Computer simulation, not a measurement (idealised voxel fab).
Process module in this document: voxel wiring stack
It is cross-section cut that appears here, measuring 290 nm in width, its square cells being 5 nm in size.
A cross-section is a grid of square cells, given in bands from the top down. A band is one or more rows of cells.
Top, bottom (nm), then materials left to right with widths (nm); lone material tagged "throughout" fills the whole band edge to edge; "blank" = empty space.
Heights are measured from 0, the level below which the as-received wafer is all one material; the lowest band has no bottom and continues downward, written as in "0 -> down".
The notation "30->40" denotes a width that varies across the rows of cells in the band, beginning at the first number in the top row, finishing at the second number in the bottom row, and changing by an identical amount from each row to the next.
"no modification" after a step means that no cell of the cross-section changed.
Empty spaces counting at least 8 cells and having no open way to the top are listed in "Closed void entries". The notation width x height at distance is used for each, the distance being from the left edge and all three values in nm.
Whatever follows a step's settings on its line is a remark the simulator itself makes about that step.
You can add "overlay nm" to a step's line. For a step with a mask, it describes how far the mask lay to the right of its planned position, and a negative number describes a lay to the left.

Steps planned for the process
| 1 | RECEIVE (material Si) |
| 2 | CONFORMAL_DEP (material SiO2; thk nm 15) |
| 3 | CONFORMAL_DEP (material SiCN; thk nm 5) |
| 4 | DIRECTIONAL_DEP (material lowk; thk nm 20) |
| 5 | DIRECTIONAL_DEP (material aC; thk nm 10) |
| 6 | PATTERN (tone open; mask id METAL_1; material resist; width nm 30; pitch nm 45; thk nm 25; overlay nm 0) |
| 7 | DIRECTIONAL_ETCH (etch materials aC; depth nm 10) |
| 8 | STRIP (etch materials resist) |
| 9 | DIRECTIONAL_ETCH (etch materials lowk; depth nm 20) |
| 10 | DIRECTIONAL_ETCH (etch materials SiCN; depth nm 5) |
| 11 | STRIP (etch materials aC) |
| 12 | CONFORMAL_DEP (material TiN; thk nm 5) |
| 13 | FILL_DEP (material Cu; thk nm 10) |
| 14 | CMP (height nm 40) |
| 15 | CONFORMAL_DEP (material SiCN; thk nm 5) |
| 16 | DIRECTIONAL_DEP (material SiO2; thk nm 15) |
| 17 | PATTERN (tone open; mask id PLUG_1; material resist; width nm 15; pitch nm 45; thk nm 15; overlay nm 0) |
| 18 | DIRECTIONAL_ETCH (etch materials SiO2; depth nm 15) |
| 19 | DIRECTIONAL_ETCH (etch materials SiCN; depth nm 5) |
| 20 | STRIP (etch materials resist) |
| 21 | EPI (material Ru; thk nm 10) |
| 22 | EPI (material Ru; thk nm 10) |
| 23 | CONFORMAL_DEP (material SiCN; thk nm 5) |
| 24 | DIRECTIONAL_DEP (material lowk; thk nm 20) |
| 25 | MASKED_ETCH (tone open; mask id METAL_2; width nm 30; pitch nm 45; etch materials lowk; depth nm 20; overlay nm 0) |
| 26 | MASKED_ETCH (tone open; mask id METAL_2; width nm 30; pitch nm 45; etch materials SiCN; depth nm 5; overlay nm 0) |
| 27 | CONFORMAL_DEP (material TiN; thk nm 5) |
| 28 | FILL_DEP (material W; thk nm 10) |
| 29 | CMP (height nm 85) |
| 30 | CONFORMAL_DEP (material SiCN; thk nm 5) |
| 31 | DIRECTIONAL_DEP (material lowk; thk nm 25) |
| 32 | PATTERN (tone open; mask id METAL_3_HOLES; material resist; width nm 15; pitch nm 90; thk nm 15; overlay nm 0) |
| 33 | DIRECTIONAL_ETCH (etch materials lowk; depth nm 25) |
| 34 | STRIP (etch materials resist) |
| 35 | DIRECTIONAL_DEP (material aC; thk nm 15) |
| 36 | PATTERN (tone open; mask id METAL_3; material resist; width nm 30; pitch nm 45; thk nm 35; overlay nm 0) |
| 37 | DIRECTIONAL_ETCH (etch materials aC; depth nm 15) |
| 38 | STRIP (etch materials resist) |
| 39 | DIRECTIONAL_ETCH (etch materials lowk; depth nm 15) |
| 40 | DIRECTIONAL_ETCH (etch materials SiCN; depth nm 5) |
| 41 | STRIP (etch materials aC) |
| 42 | CONFORMAL_DEP (material TiN; thk nm 5) |
| 43 | FILL_DEP (material Cu; thk nm 5) |
| 44 | CMP (height nm 115) |
| 45 | CONFORMAL_DEP (material SiCN; thk nm 5) |

Here's what the wafer looked like in cross-section when it arrived - that's after step 1
0 -> down: Si throughout
Closed void entries: none

Wafer cross-section at end of module: start and plan as shown above, one execution error
120 -> 115: SiCN throughout
115 -> 110: lowk=60; TiN=5; Cu=5; TiN=5; lowk=75; TiN=5; Cu=5; TiN=5; lowk=125
110 -> 105: lowk=60; TiN=15; lowk=75; TiN=15; lowk=125
105 -> 90: lowk=60; W=15; lowk=75; W=15; lowk=125
90 -> 85: SiCN throughout
85 -> 65: lowk=60; TiN=5; W=20; TiN=5; lowk=15; TiN=5; W=20; TiN=5; lowk=15; TiN=5; W=20; TiN=5; lowk=15; TiN=5; W=20; TiN=5; lowk=65
65 -> 60: SiCN=60; TiN=30; SiCN=15; TiN=30; SiCN=15; TiN=30; SiCN=15; TiN=30; SiCN=65
60 -> 45: SiO2=60; Ru=15; SiO2=30; Ru=15; SiO2=30; Ru=15; SiO2=30; Ru=15; SiO2=80
45 -> 40: SiCN=60; Ru=15; SiCN=30; Ru=15; SiCN=30; Ru=15; SiCN=30; Ru=15; SiCN=80
40 -> 20: lowk=60; TiN=5; Cu=20; TiN=5; lowk=15; TiN=5; Cu=20; TiN=5; lowk=15; TiN=5; Cu=20; TiN=5; lowk=15; TiN=5; Cu=20; TiN=5; lowk=65
20 -> 15: SiCN=60; TiN=30; SiCN=15; TiN=30; SiCN=15; TiN=30; SiCN=15; TiN=30; SiCN=65
15 -> 0: SiO2 throughout
0 -> down: Si throughout
Closed void entries: none
Processing error: step 35 ran differently from the plan; actual operation with settings: DIRECTIONAL_DEP (material W; thk nm 15)
